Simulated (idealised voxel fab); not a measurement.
Documented hereafter: the process module known as voxel transistor to metal.
This is section cut - it's 285 nm across, gridded in 5 nm square cells.
Cross-section = grid of square cells, listed top down in bands; band = one or more rows.
First you get the band's top height and its bottom height, in nm, and then the materials it's made of, left to right, with each width in nm. If you see a single material with "edge to edge", that one covers the band edge to edge. "empty" is empty space.
Heights are measured from 0, the level below which the as-received wafer is all one material; the lowest band has no bottom and continues downward, written as in "0 -> down".
A width such as "30 to 40" changes by the same amount from each row of cells to the next, from the band's top row to its bottom row.
Any step labelled "identical to before" changed none of the cells in the cross-section.
Reported under the label "Unvented internal voids" are the empty spaces having no open way to the top and comprising 8 cells or more; the notation for each is width x height at distance, in which the distance is measured from the left edge and all three values are in nm.
Heads up: the bit after the settings on a step's line is the simulator's remark on that step.
"overlay nm" answers the question of how far to the right of plan the mask lay on a step that has a mask, and when it is negative the answer is to the left.
[The planned process steps are enumerated hereunder]
1 RECEIVE | material Si
2 OXIDIZE | depth nm 5
3 CONFORMAL_DEP | material SiN | thk nm 15
4 DIRECTIONAL_DEP | material aC | thk nm 10
5 PATTERN | tone cover | mask id ACTIVE | material resist | width nm 105 | pitch nm 130 | thk nm 30 | overlay nm 0
6 DIRECTIONAL_ETCH | etch materials aC | depth nm 10
7 STRIP | etch materials resist
8 DIRECTIONAL_ETCH | etch materials SiN | depth nm 15
9 DIRECTIONAL_ETCH | etch materials SiO2 | depth nm 5
10 DIRECTIONAL_ETCH | etch materials Si | depth nm 25
11 STRIP | etch materials aC
12 FILL_DEP | material SiO2 | thk nm 15
13 CMP | height nm 15
14 SELECTIVE_ETCH | etch materials SiO2 | depth nm 5
15 STRIP | etch materials SiN
16 SELECTIVE_ETCH | etch materials SiO2 | depth nm 5
17 OXIDIZE | depth nm 5
18 DIRECTIONAL_DEP | material polySi | thk nm 30
19 DIRECTIONAL_DEP | material SiCN | thk nm 15
20 MASKED_ETCH | tone cover | mask id GATE | width nm 35 | pitch nm 130 | etch materials SiCN | depth nm 25 | overlay nm 0
21 MASKED_ETCH | tone cover | mask id GATE | width nm 35 | pitch nm 130 | etch materials polySi | depth nm 40 | overlay nm 0
22 CONFORMAL_DEP | material SiN | thk nm 10
23 DIRECTIONAL_ETCH | etch materials SiN | depth nm 10
24 DIRECTIONAL_ETCH | etch materials SiO2 | depth nm 5
25 DIRECTIONAL_ETCH | etch materials Si | depth nm 15
26 EPI | material SiGe | thk nm 20
27 FILL_DEP | material SiO2 | thk nm 10
28 CMP | height nm 25
29 STRIP | etch materials polySi
30 SELECTIVE_ETCH | etch materials SiO2 | depth nm 5
31 CONFORMAL_DEP | material HfO2 | thk nm 5
32 CONFORMAL_DEP | material TiN | thk nm 5
33 FILL_DEP | material W | thk nm 5
34 CMP | height nm 20
35 DIRECTIONAL_DEP | material SiO2 | thk nm 10
36 PATTERN | tone open | mask id CONTACT | material resist | width nm 15 | thk nm 15 | overlay nm 0
37 DIRECTIONAL_ETCH | etch materials SiO2 | depth nm 20
38 STRIP | etch materials resist
39 CONFORMAL_DEP | material TiN | thk nm 5
40 FILL_DEP | material Ru | thk nm 10
41 CMP | height nm 30
42 DIRECTIONAL_DEP | material TiN | thk nm 5
43 DIRECTIONAL_DEP | material W | thk nm 15
44 DIRECTIONAL_DEP | material aC | thk nm 15
45 PATTERN | tone cover | mask id METAL_1 | material resist | width nm 15 | thk nm 30 | overlay nm 0
46 DIRECTIONAL_ETCH | etch materials aC | depth nm 15
47 STRIP | etch materials resist
48 DIRECTIONAL_ETCH | etch materials W | depth nm 15
49 DIRECTIONAL_ETCH | etch materials TiN | depth nm 5
50 STRIP | etch materials aC
51 FILL_DEP | material SiO2 | thk nm 5
52 CMP | height nm 50
53 CONFORMAL_DEP | material SiCN | thk nm 5
54 DIRECTIONAL_DEP | material lowk | thk nm 25
55 MASKED_ETCH | tone open | mask id METAL_2 | width nm 15 | pitch nm 130 | etch materials lowk | depth nm 15 | overlay nm 0
56 DIRECTIONAL_DEP | material aC | thk nm 15
57 PATTERN | tone open | mask id METAL_2_HOLES | material resist | width nm 15 | pitch nm 130 | thk nm 30 | overlay nm 0
58 DIRECTIONAL_ETCH | etch materials aC | depth nm 15
59 STRIP | etch materials resist
60 DIRECTIONAL_ETCH | etch materials lowk | depth nm 10
61 DIRECTIONAL_ETCH | etch materials SiCN | depth nm 5
62 STRIP | etch materials aC
63 CONFORMAL_DEP | material TiN | thk nm 5
64 FILL_DEP | material Cu | thk nm 5
65 CMP | height nm 80
66 CONFORMAL_DEP | material SiCN | thk nm 5
[Cross-section of the wafer as it came to us, i.e., already through step 1]
  0 -> down: Si edge to edge
  Unvented internal voids: none
[Here's the cross-section of the first of our two wafers at the end of the module - it ran as planned]
  85 -> 80: SiCN edge to edge
  80 -> 55: 30 lowk | 5 TiN | 5 Cu | 5 TiN | 115 lowk | 5 TiN | 5 Cu | 5 TiN | 110 lowk
  55 -> 50: 30 SiCN | 15 TiN | 115 SiCN | 15 TiN | 110 SiCN
  50 -> 35: 30 SiO2 | 15 W | 65 SiO2 | 15 W | 35 SiO2 | 15 W | 65 SiO2 | 15 W | 30 SiO2
  35 -> 30: 30 SiO2 | 15 TiN | 65 SiO2 | 15 TiN | 35 SiO2 | 15 TiN | 65 SiO2 | 15 TiN | 30 SiO2
  30 -> 20: 30 SiO2 | 5 TiN | 5 Ru | 5 TiN | 65 SiO2 | 5 TiN | 5 Ru | 5 TiN | 35 SiO2 | 5 TiN | 5 Ru | 5 TiN | 65 SiO2 | 5 TiN | 5 Ru | 5 TiN | 30 SiO2
  20 -> 15: 30 SiO2 | 5 TiN | 5 Ru | 5 TiN | 5 SiO2 | 10 SiN | 5 HfO2 | 5 TiN | 15 W | 5 TiN | 5 HfO2 | 10 SiN | 5 SiO2 | 5 TiN | 5 Ru | 5 TiN | 35 SiO2 | 5 TiN | 5 Ru | 5 TiN | 5 SiO2 | 10 SiN | 5 HfO2 | 5 TiN | 15 W | 5 TiN | 5 HfO2 | 10 SiN | 5 SiO2 | 5 TiN | 5 Ru | 5 TiN | 30 SiO2
  15 -> 10: 30 SiO2 | 15 TiN | 5 SiO2 | 10 SiN | 5 HfO2 | 5 TiN | 15 W | 5 TiN | 5 HfO2 | 10 SiN | 5 SiO2 | 15 TiN | 35 SiO2 | 15 TiN | 5 SiO2 | 10 SiN | 5 HfO2 | 5 TiN | 15 W | 5 TiN | 5 HfO2 | 10 SiN | 5 SiO2 | 15 TiN | 30 SiO2
  10 -> 5: 25 SiO2 | 25 SiGe | 10 SiN | 5 HfO2 | 5 TiN | 15 W | 5 TiN | 5 HfO2 | 10 SiN | 25 SiGe | 25 SiO2 | 25 SiGe | 10 SiN | 5 HfO2 | 5 TiN | 15 W | 5 TiN | 5 HfO2 | 10 SiN | 25 SiGe | 25 SiO2
  5 -> 0: 20 SiO2 | 10 SiN | 20 SiGe | 10 SiN | 5 HfO2 | 5 TiN | 15 W | 5 TiN | 5 HfO2 | 10 SiN | 20 SiGe | 10 SiN | 15 SiO2 | 10 SiN | 20 SiGe | 10 SiN | 5 HfO2 | 5 TiN | 15 W | 5 TiN | 5 HfO2 | 10 SiN | 20 SiGe | 10 SiN | 20 SiO2
  0 -> -5: 20 SiO2 | 10 SiN | 20 SiGe | 10 SiN | 5 HfO2 | 25 TiN | 5 HfO2 | 10 SiN | 20 SiGe | 10 SiN | 15 SiO2 | 10 SiN | 20 SiGe | 10 SiN | 5 HfO2 | 25 TiN | 5 HfO2 | 10 SiN | 20 SiGe | 10 SiN | 20 SiO2
  -5 -> -10: 30 SiO2 | 20 SiGe | 5 SiO2 | 45 HfO2 | 5 SiO2 | 20 SiGe | 35 SiO2 | 20 SiGe | 5 SiO2 | 45 HfO2 | 5 SiO2 | 20 SiGe | 30 SiO2
  -10 -> -25: 25 SiO2 | 5 Si | 20 SiGe | 55 Si | 20 SiGe | 5 Si | 25 SiO2 | 5 Si | 20 SiGe | 55 Si | 20 SiGe | 5 Si | 25 SiO2
  -25 -> -30: 25 SiO2 | 105 Si | 25 SiO2 | 105 Si | 25 SiO2
  -30 -> down: Si edge to edge
  Unvented internal voids: none
[Now the second wafer, cross-sectioned at the end of the module. Nothing different at the start, nothing different in the plan compared with the first, just one mistake when it was actually run]
  85 -> 80: SiCN edge to edge
  80 -> 70: 25 lowk | 5 TiN | 15 Cu | 5 TiN | 105 lowk | 5 TiN | 15 Cu | 5 TiN | 105 lowk
  70 -> 65: 25 lowk | 10 TiN | 5 Cu | 10 TiN | 105 lowk | 10 TiN | 5 Cu | 10 TiN | 105 lowk
  65 -> 55: 30 lowk | 5 TiN | 5 Cu | 5 TiN | 115 lowk | 5 TiN | 5 Cu | 5 TiN | 110 lowk
  55 -> 50: 30 SiCN | 15 TiN | 115 SiCN | 15 TiN | 110 SiCN
  50 -> 35: 30 SiO2 | 15 W | 65 SiO2 | 15 W | 35 SiO2 | 15 W | 65 SiO2 | 15 W | 30 SiO2
  35 -> 30: 30 SiO2 | 15 TiN | 65 SiO2 | 15 TiN | 35 SiO2 | 15 TiN | 65 SiO2 | 15 TiN | 30 SiO2
  30 -> 20: 30 SiO2 | 5 TiN | 5 Ru | 5 TiN | 65 SiO2 | 5 TiN | 5 Ru | 5 TiN | 35 SiO2 | 5 TiN | 5 Ru | 5 TiN | 65 SiO2 | 5 TiN | 5 Ru | 5 TiN | 30 SiO2
  20 -> 15: 30 SiO2 | 5 TiN | 5 Ru | 5 TiN | 5 SiO2 | 10 SiN | 5 HfO2 | 5 TiN | 15 W | 5 TiN | 5 HfO2 | 10 SiN | 5 SiO2 | 5 TiN | 5 Ru | 5 TiN | 35 SiO2 | 5 TiN | 5 Ru | 5 TiN | 5 SiO2 | 10 SiN | 5 HfO2 | 5 TiN | 15 W | 5 TiN | 5 HfO2 | 10 SiN | 5 SiO2 | 5 TiN | 5 Ru | 5 TiN | 30 SiO2
  15 -> 10: 30 SiO2 | 15 TiN | 5 SiO2 | 10 SiN | 5 HfO2 | 5 TiN | 15 W | 5 TiN | 5 HfO2 | 10 SiN | 5 SiO2 | 15 TiN | 35 SiO2 | 15 TiN | 5 SiO2 | 10 SiN | 5 HfO2 | 5 TiN | 15 W | 5 TiN | 5 HfO2 | 10 SiN | 5 SiO2 | 15 TiN | 30 SiO2
  10 -> 5: 25 SiO2 | 25 SiGe | 10 SiN | 5 HfO2 | 5 TiN | 15 W | 5 TiN | 5 HfO2 | 10 SiN | 25 SiGe | 25 SiO2 | 25 SiGe | 10 SiN | 5 HfO2 | 5 TiN | 15 W | 5 TiN | 5 HfO2 | 10 SiN | 25 SiGe | 25 SiO2
  5 -> 0: 20 SiO2 | 10 SiN | 20 SiGe | 10 SiN | 5 HfO2 | 5 TiN | 15 W | 5 TiN | 5 HfO2 | 10 SiN | 20 SiGe | 10 SiN | 15 SiO2 | 10 SiN | 20 SiGe | 10 SiN | 5 HfO2 | 5 TiN | 15 W | 5 TiN | 5 HfO2 | 10 SiN | 20 SiGe | 10 SiN | 20 SiO2
  0 -> -5: 20 SiO2 | 10 SiN | 20 SiGe | 10 SiN | 5 HfO2 | 25 TiN | 5 HfO2 | 10 SiN | 20 SiGe | 10 SiN | 15 SiO2 | 10 SiN | 20 SiGe | 10 SiN | 5 HfO2 | 25 TiN | 5 HfO2 | 10 SiN | 20 SiGe | 10 SiN | 20 SiO2
  -5 -> -10: 30 SiO2 | 20 SiGe | 5 SiO2 | 45 HfO2 | 5 SiO2 | 20 SiGe | 35 SiO2 | 20 SiGe | 5 SiO2 | 45 HfO2 | 5 SiO2 | 20 SiGe | 30 SiO2
  -10 -> -25: 25 SiO2 | 5 Si | 20 SiGe | 55 Si | 20 SiGe | 5 Si | 25 SiO2 | 5 Si | 20 SiGe | 55 Si | 20 SiGe | 5 Si | 25 SiO2
  -25 -> -30: 25 SiO2 | 105 Si | 25 SiO2 | 105 Si | 25 SiO2
  -30 -> down: Si edge to edge
  Unvented internal voids: none
The plan and the run diverged here: in deviation from the planned setting, step 55 was conducted as MASKED_ETCH | tone open | mask id METAL_2 | width nm 25 | pitch nm 130 | etch materials lowk | depth nm 15 | overlay nm 0
Looking at both finished wafers in cells, the second ends up ahead of or behind the first on some materials: 8 more of Cu | 4 more of TiN | 12 fewer of lowk
